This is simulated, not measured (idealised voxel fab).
process module | voxel gate over fins
300 nm wide, 5 nm square cells: that's cross-section cut.
Reading order for cross-sections: top band down to bottom band. Underlying form: a grid of square cells. Band size: one or more rows of cells.
Top height, bottom height, nm. Materials left to right, width each, nm. Single material + "throughout" = fills band edge to edge. "blank" = empty.
The level at which height equals 0 is the one under which the wafer, as it arrives, is entirely one material. No lower edge exists for the bottom band, which continues downward and is notated as in "0 down".
When a width is written as two numbers, as in "30 to 40", the first number is the width in the top row of cells of the band and the second is the width in its bottom row, and the width changes by the same amount from each row to the next.
The designation "nothing was modified", where it is given for a processing step, indicates that no cell of the cross-section was altered in the course of that step.
"Enclosed cavities" specifies each empty space that is not open to the top and that occupies no fewer than 8 cells, using the form width x height at distance, the distance measured from the left edge and all three quantities in nm.
Formally, on a step line, whatever follows the settings is a remark that the simulator itself makes on the step.
overlay nm, on a step with a mask: how far to the right of its planned place the mask lay; to the left if negative

This section lists the process steps that were planned:
1. RECEIVE (material Si)
2. CONFORMAL_DEP (material SiN; thk nm 10)
3. PATTERN (tone cover; mask id FINS; material resist; width nm 15; pitch nm 45; thk nm 20; overlay nm 0)
4. DIRECTIONAL_ETCH (etch materials SiN; depth nm 10)
5. DIRECTIONAL_ETCH (etch materials Si; depth nm 40)
6. STRIP (etch materials resist)
7. OXIDIZE (depth nm 5)
8. FILL_DEP (material SiO2; thk nm 5)
9. CMP (height nm 10)
10. SELECTIVE_ETCH (etch materials SiO2; depth nm 20)
11. STRIP (etch materials SiN)
12. CONFORMAL_DEP (material HfO2; thk nm 5)
13. CONFORMAL_DEP (material TiN; thk nm 5)
14. CONFORMAL_DEP (material TiAl; thk nm 5)
15. CONFORMAL_DEP (material TiN; thk nm 5)
16. FILL_DEP (material W; thk nm 10)
17. CMP (height nm 25)
18. CONFORMAL_DEP (material SiN; thk nm 5)

As-received wafer cross-section (after step 1):
> 0 down  Si throughout
> Enclosed cavities: none

First wafer of two, sectioned at end of module; run went per plan:
> 30 to 25  SiN throughout
> 25 to 20  W throughout
> 20 to 15  W=105, then TiN=90, then W=105
> 15 to 10  W=105, then TiN=5, then TiAl=35, then TiN=10, then TiAl=35, then TiN=5, then W=105
> 10 to 5  TiN=110, then TiAl=5, then TiN=25, then TiAl=5, then TiN=10, then TiAl=5, then TiN=25, then TiAl=5, then TiN=110
> 5 to 0  TiAl=115, then TiN=5, then HfO2=15, then TiN=5, then TiAl=20, then TiN=5, then HfO2=15, then TiN=5, then TiAl=115
> 0 to -5  TiN=120, then HfO2=5, then Si=5, then HfO2=5, then TiN=30, then HfO2=5, then Si=5, then HfO2=5, then TiN=120
> -5 to -10  HfO2=125, then Si=5, then HfO2=40, then Si=5, then HfO2=125
> -10 to -45  SiO2=125, then Si=5, then SiO2=40, then Si=5, then SiO2=125
> -45 down  Si throughout
> Enclosed cavities: none

Cross-section, second wafer: same start as the first, same plan as the first, one mistake in running it; taken at the end of the module:
> 30 to 25  SiN throughout
> 25 to 20  W throughout
> 20 to 15  W=105, then TiN=90, then W=105
> 15 to 10  W=105, then TiN=5, then SiO2=35, then TiN=10, then SiO2=35, then TiN=5, then W=105
> 10 to 5  TiN=110, then SiO2=5, then TiN=25, then SiO2=5, then TiN=10, then SiO2=5, then TiN=25, then SiO2=5, then TiN=110
> 5 to 0  SiO2=115, then TiN=5, then HfO2=15, then TiN=5, then SiO2=20, then TiN=5, then HfO2=15, then TiN=5, then SiO2=115
> 0 to -5  TiN=120, then HfO2=5, then Si=5, then HfO2=5, then TiN=30, then HfO2=5, then Si=5, then HfO2=5, then TiN=120
> -5 to -10  HfO2=125, then Si=5, then HfO2=40, then Si=5, then HfO2=125
> -10 to -45  SiO2=125, then Si=5, then SiO2=40, then Si=5, then SiO2=125
> -45 down  Si throughout
> Enclosed cavities: none
In executing the process, a mistake was made relative to the plan: step 14 changed vs plan, executed as CONFORMAL_DEP (material SiO2; thk nm 5)
In the final state, the cell counts of the second wafer exceed or fall short of those of the first for the following materials: +68 SiO2, -68 TiAl
